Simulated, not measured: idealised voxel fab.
Process module, titled voxel self aligned contacts
Each square cell in cross-section cut measures 5 nm, and the section as a whole is 235 nm wide.
A cross-section is written here as square cells arranged in a grid, and it is given in bands from the top down, each band taking up one or more rows of cells. Quick guide to a band line: top height, bottom height (nm) up front; then every material left to right with its width in nm. Only one material and it's marked "edge to edge"? Then it fills the band edge to edge. And "air" just means empty space. Height reference: 0 = level under which incoming wafer is all one material. Lowest band: no bottom, runs on downward, e.g. "from 0 down". The expression "30->40" gives the width at the extremes of the band, the first number at its top row of cells and the second at its bottom row, with the width changing by equal amounts from each row to the next in between. The cross-section has no changed cell in any step marked "no change". "Enclosed cavities": empty spaces of 8 cells or more with no open way to the top, each given as width x height at distance, distance from the left edge, all in nm. It should be noted that, on the line of a given step, the content following the step's settings is a remark produced by the simulator itself with respect to that step. "overlay nm" answers the question of how far to the right of plan the mask lay on a step that has a mask, and when it is negative the answer is to the left.

### The planned process steps are enumerated hereunder
1) RECEIVE: material Si
2) CONFORMAL_DEP: material SiO2, thk nm 5
3) DIRECTIONAL_DEP: material polySi, thk nm 30
4) DIRECTIONAL_DEP: material SiN, thk nm 20
5) DIRECTIONAL_DEP: material aC, thk nm 10
6) PATTERN: tone cover, mask id GATE, material resist, width nm 30, pitch nm 65, thk nm 25, overlay nm 0
7) DIRECTIONAL_ETCH: etch materials aC, depth nm 10
8) STRIP: etch materials resist
9) DIRECTIONAL_ETCH: etch materials SiN, depth nm 20
10) DIRECTIONAL_ETCH: etch materials polySi, depth nm 30
11) STRIP: etch materials aC
12) CONFORMAL_DEP: material SiN, thk nm 10
13) DIRECTIONAL_ETCH: etch materials SiN, depth nm 10
14) FILL_DEP: material SiO2, thk nm 15
15) CMP: height nm 65
16) PATTERN: tone open, mask id CONTACT, material resist, width nm 45, thk nm 20, overlay nm 0
17) DIRECTIONAL_ETCH: etch materials SiO2, depth nm 65
18) STRIP: etch materials resist
19) CONFORMAL_DEP: material TiN, thk nm 5
20) FILL_DEP: material Ru, thk nm 5
21) CMP: height nm 65
22) CONFORMAL_DEP: material SiN, thk nm 5

### as received, after step 1
from 0 down: Si edge to edge
Enclosed cavities: none

### This is how the wafer looks in cross-section once the module is done, given the starting state and plan above and one mistake in carrying the plan out
from 70 to 65: SiN edge to edge
from 65 to 55: SiO2=95, then TiN=5->20, then Ru=35->5, then TiN=5->20, then SiO2=95
from 55 to 35: SiO2=60, then SiN=50, then TiN=5, then Ru=5, then TiN=5, then SiN=50, then SiO2=60
from 35 to 30: SiO2=110, then TiN=15, then SiO2=110
from 30 to 0: polySi edge to edge
from 0 down: Si edge to edge
Enclosed cavities: none
Deviation from plan: the run placed steps 2 and 3 each in the position the plan gave to the other
